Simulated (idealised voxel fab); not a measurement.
Presented below is a process module, voxel gate over fins.
Shown is cross-section cut, with a width of 225 nm and square cells of size 5 nm.
If you're reading a cross-section in this doc, picture square cells in a grid; it comes to you as bands, top ones listed first down to the bottom, and a band can be one or more rows of cells.
Each band's line starts with the height of the band's top and of its bottom, in nm. Then come its materials from left to right, each with its width in nm. One material with "all across" fills the band from edge to edge. "blank" is empty space.
Heights are reckoned from 0. Under this level, the received wafer is all of one material. The bottommost band is open-ended downward, for example "top 0, no bottom".
It should be noted that a width expressed as "30->40" varies in equal increments from row to row of cells within the band, taking the value of the first number at the top row and that of the second number at the bottom row.
"same as before" after a step means that no cell of the cross-section changed.
Closed-off voids of 8+ cells (no open route to the top) go in "Enclosed empty spaces", written width x height at distance from the left edge, in nm.
It should be noted that, on the line of a given step, the content following the step's settings is a remark produced by the simulator itself with respect to that step.
On any step carrying a mask, the "overlay nm" setting, if present on the step's line, tells how far right of its planned place the mask lay; negative values point to the left.
List of planned process steps:
1) RECEIVE, material Si
2) CONFORMAL_DEP, material SiN, thk nm 10
3) PATTERN, tone cover, mask id FINS, material resist, width nm 15, pitch nm 45, thk nm 15, overlay nm 0
4) DIRECTIONAL_ETCH, etch materials SiN, depth nm 10
5) DIRECTIONAL_ETCH, etch materials Si, depth nm 30
6) STRIP, etch materials resist
7) OXIDIZE, depth nm 5
8) FILL_DEP, material SiO2, thk nm 5
9) CMP, height nm 10
10) SELECTIVE_ETCH, etch materials SiO2, depth nm 25
11) STRIP, etch materials SiN
12) CONFORMAL_DEP, material HfO2, thk nm 5
13) CONFORMAL_DEP, material TiN, thk nm 5
14) CONFORMAL_DEP, material TiAl, thk nm 5
15) CONFORMAL_DEP, material TiN, thk nm 5
16) FILL_DEP, material W, thk nm 10
17) CMP, height nm 25
18) CONFORMAL_DEP, material SiCN, thk nm 5
Cross-section of the wafer at receipt, which is the condition after step 1:
top 0, no bottom: Si all across
Enclosed empty spaces: none
Cross-sectional image of the first of two wafers at the end of the module, the run having proceeded as planned:
top 30, bottom 25: SiCN all across
top 25, bottom 20: W all across
top 20, bottom 15: W 65, then TiN 90, then W 70
top 15, bottom 10: W 65, then TiN 5, then TiAl 35, then TiN 10, then TiAl 35, then TiN 5, then W 70
top 10, bottom 5: W 65, then TiN 5, then TiAl 5, then TiN 25, then TiAl 5, then TiN 10, then TiAl 5, then TiN 25, then TiAl 5, then TiN 5, then W 70
top 5, bottom 0: TiN 70, then TiAl 5, then TiN 5, then HfO2 15, then TiN 5, then TiAl 5, then TiN 10, then TiAl 5, then TiN 5, then HfO2 15, then TiN 5, then TiAl 5, then TiN 75
top 0, bottom -5: TiAl 75, then TiN 5, then HfO2 5, then Si 5, then HfO2 5, then TiN 5, then TiAl 20, then TiN 5, then HfO2 5, then Si 5, then HfO2 5, then TiN 5, then TiAl 80
top -5, bottom -10: TiN 80, then HfO2 5, then Si 5, then HfO2 5, then TiN 30, then HfO2 5, then Si 5, then HfO2 5, then TiN 85
top -10, bottom -15: HfO2 85, then Si 5, then HfO2 40, then Si 5, then HfO2 90
top -15, bottom -35: SiO2 85, then Si 5, then SiO2 40, then Si 5, then SiO2 90
top -35, no bottom: Si all across
Enclosed empty spaces: none
Wafer two cross-section, module end. Start and plan unchanged from wafer one; one mistake made during the run:
top 30, bottom 25: SiCN all across
top 25, bottom 20: W all across
top 20, bottom 15: W 65, then TiN 90, then W 70
top 15, bottom 10: W 65, then TiN 5, then TiAl 35, then TiN 10, then TiAl 35, then TiN 5, then W 70
top 10, bottom 5: W 65, then TiN 5, then TiAl 5, then HfO2 25, then TiAl 5, then TiN 10, then TiAl 5, then HfO2 25, then TiAl 5, then TiN 5, then W 70
top 5, bottom 0: TiN 70, then TiAl 5, then HfO2 5, then TiN 15, then HfO2 5, then TiAl 5, then TiN 10, then TiAl 5, then HfO2 5, then TiN 15, then HfO2 5, then TiAl 5, then TiN 75
top 0, bottom -5: TiAl 75, then HfO2 5, then TiN 5, then Si 5, then TiN 5, then HfO2 5, then TiAl 20, then HfO2 5, then TiN 5, then Si 5, then TiN 5, then HfO2 5, then TiAl 80
top -5, bottom -10: HfO2 80, then TiN 5, then Si 5, then TiN 5, then HfO2 30, then TiN 5, then Si 5, then TiN 5, then HfO2 85
top -10, bottom -15: TiN 85, then Si 5, then TiN 40, then Si 5, then TiN 90
top -15, bottom -35: SiO2 85, then Si 5, then SiO2 40, then Si 5, then SiO2 90
top -35, no bottom: Si all across
Enclosed empty spaces: none
The mistake made against the process plan was this: a sequencing error occurred in which plan steps 12 and 13 were transposed
Both wafers, final: cells per material equal; arrangement not.
